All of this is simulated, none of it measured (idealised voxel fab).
Herein follows the process module entitled voxel self aligned vias.
Square cell edge 5 nm, section width 270 nm, ID cut.
In what follows, cross-sections appear as grids of square cells, described through bands that run from the top down, where every band is one or more rows of cells.
Look at the band entry: it leads with the top's height and the bottom's height in nm. Then it lists the materials left to right, with a width in nm for each. The word "full width" on a single material says that material fills the band edge to edge. The word "blank" is empty space.
Height reference: 0 = level under which incoming wafer is all one material. Lowest band: no bottom, runs on downward, e.g. "top 0, no bottom".
When a width is written as two numbers, as in "30->40", the first number is the width in the top row of cells of the band and the second is the width in its bottom row, and the width changes by the same amount from each row to the next.
Reading "no alteration" for a step: not a cell of the cross-section changed in it.
"Fully sealed voids" lists enclosed empty spaces (at least 8 cells, no open path upward to the top), each as width x height at distance from the left edge, in nm.
Step line, after settings: the simulator's comment on this step.
When a step includes a mask, the "overlay nm" setting on its line states how far to the right of its planned place that mask lay, and negative values state how far to the left.

Intended process steps:
1. RECEIVE, material Si
2. CONFORMAL_DEP, material SiO2, thk nm 10
3. CONFORMAL_DEP, material SiCN, thk nm 5
4. DIRECTIONAL_DEP, material lowk, thk nm 20
5. MASKED_ETCH, tone open, mask id LINES, width nm 20, pitch nm 70, etch materials lowk, depth nm 20, overlay nm 0
6. CONFORMAL_DEP, material TiN, thk nm 5
7. FILL_DEP, material Ru, thk nm 10
8. CMP, height nm 35
9. SELECTIVE_ETCH, etch materials W Ru TiN, depth nm 5
10. FILL_DEP, material SiN, thk nm 5
11. CMP, height nm 35
12. DIRECTIONAL_DEP, material lowk, thk nm 20
13. DIRECTIONAL_DEP, material aC, thk nm 15
14. PATTERN, tone open, mask id VIAS, material resist, width nm 40, pitch nm 70, thk nm 30, overlay nm 0
15. DIRECTIONAL_ETCH, etch materials aC, depth nm 15
16. STRIP, etch materials resist
17. DIRECTIONAL_ETCH, etch materials lowk, depth nm 20
18. DIRECTIONAL_ETCH, etch materials SiN, depth nm 5
19. STRIP, etch materials aC
20. CONFORMAL_DEP, material TiN, thk nm 5
21. FILL_DEP, material Ru, thk nm 10
22. CMP, height nm 55
23. CONFORMAL_DEP, material SiCN, thk nm 5

So this is the incoming wafer in cross-section - it's already been through step 1:
- top 0, no bottom | Si full width
- Fully sealed voids: none

Module complete, cross-section. Starting point and plan per above. One mistake made in running the module:
- top 60, bottom 55 | SiCN full width
- top 55, bottom 40 | lowk 80 / TiN 5 / Ru 30 / TiN 5 / lowk 30 / TiN 5 / Ru 30 / TiN 5 / lowk 80
- top 40, bottom 35 | lowk 80 / TiN 15 / Ru 10 / TiN 15 / lowk 30 / TiN 15 / Ru 10 / TiN 15 / lowk 80
- top 35, bottom 30 | lowk 90 / TiN 20 / lowk 50 / TiN 20 / lowk 90
- top 30, bottom 25 | lowk 90 / TiN 5 / Ru 10 / TiN 5 / lowk 50 / TiN 5 / Ru 10 / TiN 5 / lowk 90
- top 25, bottom 20 | lowk 90 / TiN 20 / lowk 50 / TiN 20 / lowk 90
- top 20, bottom 15 | SiCN full width
- top 15, bottom 0 | SiO2 full width
- top 0, no bottom | Si full width
- Fully sealed voids: none
So what did we get wrong on this run? so step 2 ended up running with a different setting than we planned, it ran as CONFORMAL_DEP, material SiO2, thk nm 15
